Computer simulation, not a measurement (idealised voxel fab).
The process module presented herein is designated voxel spacer lines.
Xsec cut, 250 nm wide, square cell size 5 nm.
Cross-section spec: square-cell grid; bands listed top down; each band is one or more rows.
For a band, the entry starts with two heights in nm, that of the top and then that of the bottom, and carries on with the band's materials in order from left to right, each alongside its width in nm; the word "full width" beside a single material means it fills the band edge to edge, and "air" means empty space.
Height datum 0, below which the as-received substrate wafer is one material. Lowest band open at the bottom, running downward: "0 down".
Read "30..40" as a graded width: first number on top, second number at the bottom, same change between each pair of neighbouring rows.
No cell of the cross-section changed in a step that is given as "remains unaltered".
You'll see "Unvented internal voids" listing empty spaces that have no way open to the top, as long as they're 8 cells or more; the notation is width x height at distance, where the distance is from the left edge, and all of it is in nm.
On each step's line, the part that comes after the settings is the simulator's own comment on the step.
overlay nm, on a step with a mask: how far to the right of its planned place the mask lay; to the left if negative

Process steps (planned)
1: RECEIVE [material Si]
2: CONFORMAL_DEP [material Al2O3] [thk nm 5]
3: DIRECTIONAL_DEP [material SiN] [thk nm 15]
4: DIRECTIONAL_DEP [material aC] [thk nm 30]
5: PATTERN [tone cover] [mask id MANDREL] [material resist] [width nm 25] [pitch nm 70] [thk nm 35] [overlay nm 0]
6: DIRECTIONAL_ETCH [etch materials aC] [depth nm 30]
7: STRIP [etch materials resist]
8: CONFORMAL_DEP [material SiO2] [thk nm 10]
9: DIRECTIONAL_ETCH [etch materials SiO2] [depth nm 10]
10: STRIP [etch materials aC]
11: DIRECTIONAL_ETCH [etch materials SiN] [depth nm 15]
12: STRIP [etch materials SiO2]

As received, after step 1
	0 down | Si full width
	Unvented internal voids: none

First wafer of two, sectioned at end of module; run went per plan
	20 to 5 | air 30  SiN 10  air 25  SiN 10  air 25  SiN 10  air 25  SiN 10  air 25  SiN 10  air 25  SiN 10  air 35
	5 to 0 | Al2O3 full width
	0 down | Si full width
	Unvented internal voids: none

Wafer two (of two), end-of-module cross-section: start = wafer one, plan = wafer one, one run mistake
	20 to 5 | air 40  SiN 10  air 25  SiN 10  air 25  SiN 10  air 25  SiN 10  air 25  SiN 10  air 25  SiN 10  air 25
	5 to 0 | Al2O3 full width
	0 down | Si full width
	Unvented internal voids: none
The plan and the run diverged here: step 5 off recipe, ran as PATTERN [tone cover] [mask id MANDREL] [material resist] [width nm 25] [pitch nm 70] [thk nm 35] [overlay nm 10]
Upon completion, the cell count for each material on the second wafer equals that on the first, whereas the spatial distribution of those cells differs.
